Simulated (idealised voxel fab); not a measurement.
Name of the process module below: voxel ribs on slabs
Square cells of 5 nm make up the cross-section cut, whose width is 285 nm.
Notation: cross-section as square-cell grid; stated in bands, top first, going down; one or more cell rows per band. Look at the band entry: it leads with the top's height and the bottom's height in nm. Then it lists the materials left to right, with a width in nm for each. The word "edge to edge" on a single material says that material fills the band edge to edge. The word "blank" is empty space. Basically, 0 is our baseline, since under it the wafer straight out of the box is all one material. The bottom band has no lower end and keeps on going down, so it looks like "0 nm and below". A width given as "30 to 40" starts at the first number in the band's top row and ends at the second number in its bottom row, shifting by an equal amount at every step from row to row. Step marked "identical to before"? Then no cell in the cross-section changed in it. Entry "Non-vented voids". Content: empty spaces with no open connection to the top, size 8 cells or greater. Each: width x height at distance. Distance: from left edge. Unit: nm. The remark found on a step's line after its settings is issued by the simulator itself and pertains to that step. Steps that use a mask can have "overlay nm" on their line. It says how far the mask sat to the right of where it was meant to be. Negative means to the left.
-- So here's the lineup of process steps we planned
| 1 | RECEIVE | material Si |
| 2 | DIRECTIONAL_DEP | material SiO2 | thk nm 30 |
| 3 | DIRECTIONAL_DEP | material SiN | thk nm 20 |
| 4 | MASKED_ETCH | tone cover | mask id RIB | width nm 25 | etch materials SiN | depth nm 15 | overlay nm 0 |
| 5 | PATTERN | tone cover | mask id SLAB | material resist | width nm 65 | thk nm 15 | overlay nm 0 |
| 6 | DIRECTIONAL_ETCH | etch materials SiN | depth nm 5 |
| 7 | STRIP | etch materials resist |
| 8 | FILL_DEP | material SiO2 | thk nm 25 |
| 9 | CMP | height nm 70 |
| 10 | DIRECTIONAL_DEP | material TiN | thk nm 10 |
| 11 | DIRECTIONAL_DEP | material aC | thk nm 15 |
| 12 | PATTERN | tone cover | mask id HEATER | material resist | width nm 35 | thk nm 35 | overlay nm 0 |
| 13 | DIRECTIONAL_ETCH | etch materials aC | depth nm 15 |
| 14 | STRIP | etch materials resist |
| 15 | DIRECTIONAL_ETCH | etch materials TiN | depth nm 10 |
| 16 | STRIP | etch materials aC |
| 17 | CONFORMAL_DEP | material SiO2 | thk nm 5 |
-- Wafer cross-section on receipt, i.e. after step 1
> 0 nm and below = Si edge to edge
> Non-vented voids: none
-- Looking at the first of two wafers in cross-section at end of module - ran to plan
> 85 nm to 80 nm = blank (120) | SiO2 (45) | blank (120)
> 80 nm to 75 nm = blank (120) | SiO2 (5) | TiN (35) | SiO2 (5) | blank (120)
> 75 nm to 70 nm = SiO2 (125) | TiN (35) | SiO2 (125)
> 70 nm to 50 nm = SiO2 edge to edge
> 50 nm to 35 nm = SiO2 (130) | SiN (25) | SiO2 (130)
> 35 nm to 30 nm = SiO2 (110) | SiN (65) | SiO2 (110)
> 30 nm to 0 nm = SiO2 edge to edge
> 0 nm and below = Si edge to edge
> Non-vented voids: none
-- Same start, same plan as the first wafer - but one mistake in the run. Cross-section of the second of the two at the end of the module
> 85 nm to 80 nm = blank (120) | SiO2 (45) | blank (120)
> 80 nm to 75 nm = blank (120) | SiO2 (5) | TiN (35) | SiO2 (5) | blank (120)
> 75 nm to 70 nm = SiO2 (125) | TiN (35) | SiO2 (125)
> 70 nm to 20 nm = SiO2 edge to edge
> 20 nm to 0 nm = SiN edge to edge
> 0 nm and below = Si edge to edge
> Non-vented voids: none
In executing the process, a mistake was made relative to the plan: plan vs actual: 2 and 3 interchanged
The final cell counts differ between the wafers, with the second having more or fewer of some materials than the first: +200 SiN, -200 SiO2
